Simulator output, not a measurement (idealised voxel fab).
Name of the process module below: voxel self aligned contacts
Cross-section cut: width 205 nm, square cells of 5 nm.
A cross-section is written here as square cells arranged in a grid, and it is given in bands from the top down, each band taking up one or more rows of cells. For a band, the entry starts with two heights in nm, that of the top and then that of the bottom, and carries on with the band's materials in order from left to right, each alongside its width in nm; the word "all across" beside a single material means it fills the band edge to edge, and "empty" means empty space. The level at which height equals 0 is the one under which the wafer, as it arrives, is entirely one material. No lower edge exists for the bottom band, which continues downward and is notated as in "from 0 down". The notation "30 to 40" denotes a width that varies across the rows of cells in the band, beginning at the first number in the top row, finishing at the second number in the bottom row, and changing by an identical amount from each row to the next. A step reported as "stayed the same" is a step in which no cell of the cross-section changed. Entry "Sealed cavities" = empty spaces >= 8 cells with no open way to the top; each as width x height at distance, distance from left edge, all nm. On a step's line, text after the settings is the simulator commenting on that step. The line of a step may include "overlay nm". On a step with a mask, this value is how far to the right of its planned place the mask lay. A negative value means the mask lay to the left.
# So here's the lineup of process steps we planned
| 1 | RECEIVE | material Si |
| 2 | CONFORMAL_DEP | material SiO2 | thk nm 5 |
| 3 | DIRECTIONAL_DEP | material polySi | thk nm 25 |
| 4 | DIRECTIONAL_DEP | material SiN | thk nm 20 |
| 5 | PATTERN | tone cover | mask id GATE | material resist | width nm 35 | pitch nm 70 | thk nm 15 | overlay nm 0 |
| 6 | DIRECTIONAL_ETCH | etch materials SiN | depth nm 20 |
| 7 | DIRECTIONAL_ETCH | etch materials polySi | depth nm 25 |
| 8 | STRIP | etch materials resist |
| 9 | CONFORMAL_DEP | material SiN | thk nm 5 |
| 10 | DIRECTIONAL_ETCH | etch materials SiN | depth nm 5 |
| 11 | FILL_DEP | material SiO2 | thk nm 10 |
| 12 | CMP | height nm 55 |
| 13 | DIRECTIONAL_DEP | material aC | thk nm 10 |
| 14 | PATTERN | tone open | mask id CONTACT | material resist | width nm 55 | pitch nm 70 | thk nm 25 | overlay nm 0 |
| 15 | DIRECTIONAL_ETCH | etch materials aC | depth nm 10 |
| 16 | STRIP | etch materials resist |
| 17 | DIRECTIONAL_ETCH | etch materials SiO2 | depth nm 55 |
| 18 | STRIP | etch materials aC |
| 19 | CONFORMAL_DEP | material TiN | thk nm 5 |
| 20 | FILL_DEP | material Ru | thk nm 5 |
| 21 | CMP | height nm 55 |
| 22 | CONFORMAL_DEP | material SiN | thk nm 5 |
# First of two wafers - as planned
# This is the cross-section of the wafer as we received it, i.e. after step 1
  from 0 down = Si all across
  Sealed cavities: none
# Cross-section through the wafer, step 2 finished
  from 5 to 0 = SiO2 all across
  All layers under 0 are left as they were.
# Cross-section through the wafer, step 3 finished
  from 30 to 5 = polySi all across
  All layers under 5 are left as they were.
# Cross-section through the wafer, step 4 finished
  from 50 to 30 = SiN all across
  All layers under 30 are left as they were.
# Cross-section through the wafer, step 5 finished
  from 65 to 50 = empty=15 / resist=35 / empty=35 / resist=35 / empty=35 / resist=35 / empty=15
  All layers under 50 are left as they were.
# Cross-section through the wafer, step 6 finished
  from 65 to 50 = empty=15 / resist=35 / empty=35 / resist=35 / empty=35 / resist=35 / empty=15
  from 50 to 30 = empty=15 / SiN=35 / empty=35 / SiN=35 / empty=35 / SiN=35 / empty=15
  All layers under 30 are left as they were.
# Cross-section through the wafer, step 7 finished
  from 65 to 50 = empty=15 / resist=35 / empty=35 / resist=35 / empty=35 / resist=35 / empty=15
  from 50 to 30 = empty=15 / SiN=35 / empty=35 / SiN=35 / empty=35 / SiN=35 / empty=15
  from 30 to 5 = empty=15 / polySi=35 / empty=35 / polySi=35 / empty=35 / polySi=35 / empty=15
  All layers under 5 are left as they were.
# Cross-section through the wafer, step 8 finished
  from 50 to 30 = empty=15 / SiN=35 / empty=35 / SiN=35 / empty=35 / SiN=35 / empty=15
  All layers under 30 are left as they were.
# Cross-section through the wafer, step 9 finished
  from 55 to 30 = empty=10 / SiN=45 / empty=25 / SiN=45 / empty=25 / SiN=45 / empty=10
  from 30 to 10 = empty=10 / SiN=5 / polySi=35 / SiN=5 / empty=25 / SiN=5 / polySi=35 / SiN=5 / empty=25 / SiN=5 / polySi=35 / SiN=5 / empty=10
  from 10 to 5 = SiN=15 / polySi=35 / SiN=35 / polySi=35 / SiN=35 / polySi=35 / SiN=15
  All layers under 5 are left as they were.
# Cross-section through the wafer, step 10 finished
  from 50 to 30 = empty=10 / SiN=45 / empty=25 / SiN=45 / empty=25 / SiN=45 / empty=10
  from 30 to 5 = empty=10 / SiN=5 / polySi=35 / SiN=5 / empty=25 / SiN=5 / polySi=35 / SiN=5 / empty=25 / SiN=5 / polySi=35 / SiN=5 / empty=10
  All layers under 5 are left as they were.
# Cross-section through the wafer, step 11 finished
  from 60 to 50 = SiO2 all across
  from 50 to 30 = SiO2=10 / SiN=45 / SiO2=25 / SiN=45 / SiO2=25 / SiN=45 / SiO2=10
  from 30 to 5 = SiO2=10 / SiN=5 / polySi=35 / SiN=5 / SiO2=25 / SiN=5 / polySi=35 / SiN=5 / SiO2=25 / SiN=5 / polySi=35 / SiN=5 / SiO2=10
  All layers under 5 are left as they were.
# Cross-section through the wafer, step 12 finished
  from 55 to 50 = SiO2 all across
  All layers under 50 are left as they were.
# Cross-section through the wafer, step 13 finished
  from 65 to 55 = aC all across
  All layers under 55 are left as they were.
# Cross-section through the wafer, step 14 finished
  from 90 to 65 = resist=40 / empty=55 / resist=15 / empty=55 / resist=40
  All layers under 65 are left as they were.
# Cross-section through the wafer, step 15 finished
  from 80 to 65 = resist=40 / empty=55 / resist=15 / empty=55 / resist=40
  from 65 to 55 = aC=40 / empty=55 / aC=15 / empty=55 / aC=40
  All layers under 55 are left as they were.
# Cross-section through the wafer, step 16 finished
  from 65 to 55 = aC=40 / empty=55 / aC=15 / empty=55 / aC=40
  All layers under 55 are left as they were.
# Cross-section through the wafer, step 17 finished
  from 65 to 55 = aC=40 / empty=55 / aC=15 / empty=55 / aC=40
  from 55 to 50 = SiO2=40 / empty=55 / SiO2=15 / empty=55 / SiO2=40
  from 50 to 30 = SiO2=10 / SiN=45 / empty=25 / SiN=45 / empty=25 / SiN=45 / SiO2=10
  from 30 to 5 = SiO2=10 / SiN=5 / polySi=35 / SiN=5 / empty=25 / SiN=5 / polySi=35 / SiN=5 / empty=25 / SiN=5 / polySi=35 / SiN=5 / SiO2=10
  from 5 to 0 = SiO2=55 / empty=25 / SiO2=45 / empty=25 / SiO2=55
  All layers under 0 are left as they were.
# Cross-section through the wafer, step 18 finished
  from 55 to 50 = SiO2=40 / empty=55 / SiO2=15 / empty=55 / SiO2=40
  All layers under 50 are left as they were.
# Cross-section through the wafer, step 19 finished
  from 60 to 55 = TiN=45 / empty=45 / TiN=25 / empty=45 / TiN=45
  from 55 to 50 = SiO2=40 / TiN=20 / empty=15 / TiN=20 / SiO2=15 / TiN=20 / empty=15 / TiN=20 / SiO2=40
  from 50 to 30 = SiO2=10 / SiN=45 / TiN=5 / empty=15 / TiN=5 / SiN=45 / TiN=5 / empty=15 / TiN=5 / SiN=45 / SiO2=10
  from 30 to 5 = SiO2=10 / SiN=5 / polySi=35 / SiN=5 / TiN=5 / empty=15 / TiN=5 / SiN=5 / polySi=35 / SiN=5 / TiN=5 / empty=15 / TiN=5 / SiN=5 / polySi=35 / SiN=5 / SiO2=10
  from 5 to 0 = SiO2=55 / TiN=25 / SiO2=45 / TiN=25 / SiO2=55
  All layers under 0 are left as they were.
# Cross-section through the wafer, step 20 finished
  from 65 to 60 = Ru all across
  from 60 to 55 = TiN=45 / Ru=45 / TiN=25 / Ru=45 / TiN=45
  from 55 to 50 = SiO2=40 / TiN=20 / Ru=15 / TiN=20 / SiO2=15 / TiN=20 / Ru=15 / TiN=20 / SiO2=40
  from 50 to 30 = SiO2=10 / SiN=45 / TiN=5 / Ru=15 / TiN=5 / SiN=45 / TiN=5 / Ru=15 / TiN=5 / SiN=45 / SiO2=10
  from 30 to 5 = SiO2=10 / SiN=5 / polySi=35 / SiN=5 / TiN=5 / Ru=15 / TiN=5 / SiN=5 / polySi=35 / SiN=5 / TiN=5 / Ru=15 / TiN=5 / SiN=5 / polySi=35 / SiN=5 / SiO2=10
  All layers under 5 are left as they were.
# Cross-section through the wafer, step 21 finished
  from 55 to 50 = SiO2=40 / TiN=20 / Ru=15 / TiN=20 / SiO2=15 / TiN=20 / Ru=15 / TiN=20 / SiO2=40
  All layers under 50 are left as they were.
# Cross-section through the wafer, step 22 finished
  from 60 to 55 = SiN all across
  All layers under 55 are left as they were.
# Companion wafer, the second of two: same beginning, same intended sequence, one mistake in carrying it out; through step 3 inclusive it tracks the first exactly
# At the planned end of step 4, the second wafer in cross-section
  from 50 to 30 = TiN all across
  All layers under 30 are left as they were.
# At the planned end of step 5, the second wafer in cross-section
  from 65 to 50 = empty=15 / resist=35 / empty=35 / resist=35 / empty=35 / resist=35 / empty=15
  All layers under 50 are left as they were.
At the planned end of step 6, the second wafer in cross-section: stayed the same
At the planned end of step 7, the second wafer in cross-section: stayed the same
# At the planned end of step 8, the second wafer in cross-section
  from 50 to 30 = TiN all across
  All layers under 30 are left as they were.
# At the planned end of step 9, the second wafer in cross-section
  from 55 to 50 = SiN all across
  All layers under 50 are left as they were.
# At the planned end of step 10, the second wafer in cross-section
  from 50 to 30 = TiN all across
  All layers under 30 are left as they were.
# At the planned end of step 11, the second wafer in cross-section
  from 60 to 50 = SiO2 all across
  All layers under 50 are left as they were.
# At the planned end of step 12, the second wafer in cross-section
  from 55 to 50 = SiO2 all across
  All layers under 50 are left as they were.
# At the planned end of step 13, the second wafer in cross-section
  from 65 to 55 = aC all across
  All layers under 55 are left as they were.
# At the planned end of step 14, the second wafer in cross-section
  from 90 to 65 = resist=40 / empty=55 / resist=15 / empty=55 / resist=40
  All layers under 65 are left as they were.
# At the planned end of step 15, the second wafer in cross-section
  from 80 to 65 = resist=40 / empty=55 / resist=15 / empty=55 / resist=40
  from 65 to 55 = aC=40 / empty=55 / aC=15 / empty=55 / aC=40
  All layers under 55 are left as they were.
# At the planned end of step 16, the second wafer in cross-section
  from 65 to 55 = aC=40 / empty=55 / aC=15 / empty=55 / aC=40
  All layers under 55 are left as they were.
# At the planned end of step 17, the second wafer in cross-section
  from 65 to 55 = aC=40 / empty=55 / aC=15 / empty=55 / aC=40
  from 55 to 50 = SiO2=40 / empty=55 / SiO2=15 / empty=55 / SiO2=40
  All layers under 50 are left as they were.
# At the planned end of step 18, the second wafer in cross-section
  from 55 to 50 = SiO2=40 / empty=55 / SiO2=15 / empty=55 / SiO2=40
  All layers under 50 are left as they were.
# At the planned end of step 19, the second wafer in cross-section
  from 60 to 55 = TiN=45 / empty=45 / TiN=25 / empty=45 / TiN=45
  from 55 to 50 = SiO2=40 / TiN=55 / SiO2=15 / TiN=55 / SiO2=40
  All layers under 50 are left as they were.
# At the planned end of step 20, the second wafer in cross-section
  from 65 to 60 = Ru all across
  from 60 to 55 = TiN=45 / Ru=45 / TiN=25 / Ru=45 / TiN=45
  All layers under 55 are left as they were.
# At the planned end of step 21, the second wafer in cross-section
  from 55 to 50 = SiO2=40 / TiN=55 / SiO2=15 / TiN=55 / SiO2=40
  All layers under 50 are left as they were.
# At the planned end of step 22, the second wafer in cross-section
  from 60 to 55 = SiN all across
  All layers under 55 are left as they were.
It is concluded that the wafer was processed incorrectly with respect to the plan, in that heads up, step 4 didn't go per plan, it actually ran as DIRECTIONAL_DEP | material TiN | thk nm 20
Final tally in cells, some materials are higher or lower on the second wafer than on the first: Ru -60 | SiN -138 | SiO2 -26 | TiN +124 | polySi +100
